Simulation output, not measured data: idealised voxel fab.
voxel fin reveal: a process module
Xsec cut, 215 nm wide, square cell size 5 nm.
Bands, listed from the top down, are how a cross-section gets written in this document; the cross-section itself is a grid of square cells, and a band is one or more rows of them.
Each band's line starts with the height of the band's top and of its bottom, in nm. Then come its materials from left to right, each with its width in nm. One material with "everywhere" fills the band from edge to edge. "blank" is empty space.
Height reference: 0 = level under which incoming wafer is all one material. Lowest band: no bottom, runs on downward, e.g. "0 and below".
Width: "30..40" (first number = top row, second number = bottom row, same change from row to row of cells).
Reading "nothing different" for a step: not a cell of the cross-section changed in it.
In the "Sealed cavities" entry, you get each enclosed empty space of 8 cells or more, one with no open way to the top, written width x height at distance, distance from the left edge, in nm.
Step line, after settings: the simulator's comment on this step.
"overlay nm" answers the question of how far to the right of plan the mask lay on a step that has a mask, and when it is negative the answer is to the left.

List of planned process steps
- 1: RECEIVE: material Si
- 2: CONFORMAL_DEP: material SiN, thk nm 10
- 3: DIRECTIONAL_DEP: material aC, thk nm 10
- 4: PATTERN: tone cover, mask id FINS, material resist, width nm 15, pitch nm 40, thk nm 25, overlay nm 0
- 5: DIRECTIONAL_ETCH: etch materials aC, depth nm 10
- 6: STRIP: etch materials resist
- 7: DIRECTIONAL_ETCH: etch materials SiN, depth nm 10
- 8: DIRECTIONAL_ETCH: etch materials Si, depth nm 30
- 9: STRIP: etch materials aC
- 10: OXIDIZE: depth nm 5
- 11: FILL_DEP: material SiO2, thk nm 10
- 12: CMP: height nm 10
- 13: SELECTIVE_ETCH: etch materials SiO2, depth nm 25
- 14: STRIP: etch materials SiN

Wafer cross-section on receipt, i.e. after step 1
> 0 and below = Si everywhere
> Sealed cavities: none

The first of the two wafers as seen in cross-section once the module was finished; processing followed the plan
> 0 down to -15 = blank=65, then Si=5, then blank=35, then Si=5, then blank=35, then Si=5, then blank=65
> -15 down to -35 = SiO2=65, then Si=5, then SiO2=35, then Si=5, then SiO2=35, then Si=5, then SiO2=65
> -35 and below = Si everywhere
> Sealed cavities: none

Module end: cross-section of wafer two of two. Same start and process plan as the first wafer. One mistake during execution
> 0 down to -15 = blank=65, then Si=10, then blank=30, then Si=10, then blank=30, then Si=10, then blank=60
> -15 down to -35 = SiO2=65, then Si=10, then SiO2=30, then Si=10, then SiO2=30, then Si=10, then SiO2=60
> -35 and below = Si everywhere
> Sealed cavities: none
Against the plan, the run slipped here: contrary to plan, step 4 was performed as PATTERN: tone cover, mask id FINS, material resist, width nm 20, pitch nm 40, thk nm 25, overlay nm 0
The closing comparison, in cells, has the second wafer with more or fewer of some materials than the first: Si: 21 more; SiO2: 12 fewer
